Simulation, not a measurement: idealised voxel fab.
The process module presented herein is designated voxel trench capacitor.
It is cross-section cut that appears here, measuring 215 nm in width, its square cells being 5 nm in size.
Just so we're on the same page, the cross-sections are grids of square cells, and they're listed out in bands top to bottom, each band one or more rows deep. Look at the band entry: it leads with the top's height and the bottom's height in nm. Then it lists the materials left to right, with a width in nm for each. The word "all across" on a single material says that material fills the band edge to edge. The word "empty" is empty space. Counting heights begins at 0, where everything beneath is, in the wafer as received, one material. The lowest band has no bottom; it goes on downwards, as "0 nm and below" shows. Note: "30->40" means the width goes from the first number (top row of the band) to the second number (bottom row) in equal steps per row of cells. Where a step carries "nothing altered", the cross-section came out of it unchanged, cell for cell. Closed-off voids of 8+ cells (no open route to the top) go in "Closed void listing", written width x height at distance from the left edge, in nm. On a step's line, text after the settings is the simulator commenting on that step. What "overlay nm" on a step's line means: if the step has a mask, that mask lay this far to the right of its planned place, or, when the value is negative, to the left.
## Process steps - plan
1) RECEIVE [material Si]
2) CONFORMAL_DEP [material SiN] [thk nm 10]
3) MASKED_ETCH [tone open] [mask id TRENCH] [width nm 30] [pitch nm 45] [etch materials SiN] [depth nm 10] [overlay nm 0]
4) MASKED_ETCH [tone open] [mask id TRENCH] [width nm 30] [pitch nm 45] [etch materials Si] [depth nm 25] [overlay nm 0]
5) CONFORMAL_DEP [material Al2O3] [thk nm 5]
6) CONFORMAL_DEP [material TiN] [thk nm 5]
7) FILL_DEP [material W] [thk nm 5]
8) CMP [height nm 10]
Heads up: all these wafers start the same, and what changes between them is the thk nm in step 5. The value you see in the plan is just what the first wafer got.
## The first of several wafers in cross-section, exactly as it reached us after step 1
0 nm and below = Si all across
Closed void listing: none
## Quick look at the cross-section of the first of several wafers after step 8, which wraps up the module
10 nm to 0 nm = SiN (45); Al2O3 (5); TiN (5); W (10); TiN (5); Al2O3 (5); SiN (15); Al2O3 (5); TiN (5); W (10); TiN (5); Al2O3 (5); SiN (15); Al2O3 (5); TiN (5); W (10); TiN (5); Al2O3 (5); SiN (50)
0 nm to -15 nm = Si (45); Al2O3 (5); TiN (5); W (10); TiN (5); Al2O3 (5); Si (15); Al2O3 (5); TiN (5); W (10); TiN (5); Al2O3 (5); Si (15); Al2O3 (5); TiN (5); W (10); TiN (5); Al2O3 (5); Si (50)
-15 nm to -20 nm = Si (45); Al2O3 (5); TiN (20); Al2O3 (5); Si (15); Al2O3 (5); TiN (20); Al2O3 (5); Si (15); Al2O3 (5); TiN (20); Al2O3 (5); Si (50)
-20 nm to -25 nm = Si (45); Al2O3 (30); Si (15); Al2O3 (30); Si (15); Al2O3 (30); Si (50)
-25 nm and below = Si all across
Closed void listing: none
## X-section, last wafer, module end
10 nm to 0 nm = SiN (45); Al2O3 (30); SiN (15); Al2O3 (30); SiN (15); Al2O3 (30); SiN (50)
0 nm to -25 nm = Si (45); Al2O3 (30); Si (15); Al2O3 (30); Si (15); Al2O3 (30); Si (50)
-25 nm and below = Si all across
Closed void listing: none
## Per wafer, end of module: cells gained (+) or lost (-) per material since receipt, then closed voids
thk nm 5; +54 Al2O3; -90 Si; +50 SiN; +42 TiN; +30 W; Closed void listing: none
thk nm 10; +96 Al2O3; -90 Si; +50 SiN; +30 TiN; Closed void listing: none
thk nm 15; +126 Al2O3; -90 Si; +50 SiN; Closed void listing: none
thk nm 20; +126 Al2O3; -90 Si; +50 SiN; Closed void listing: none
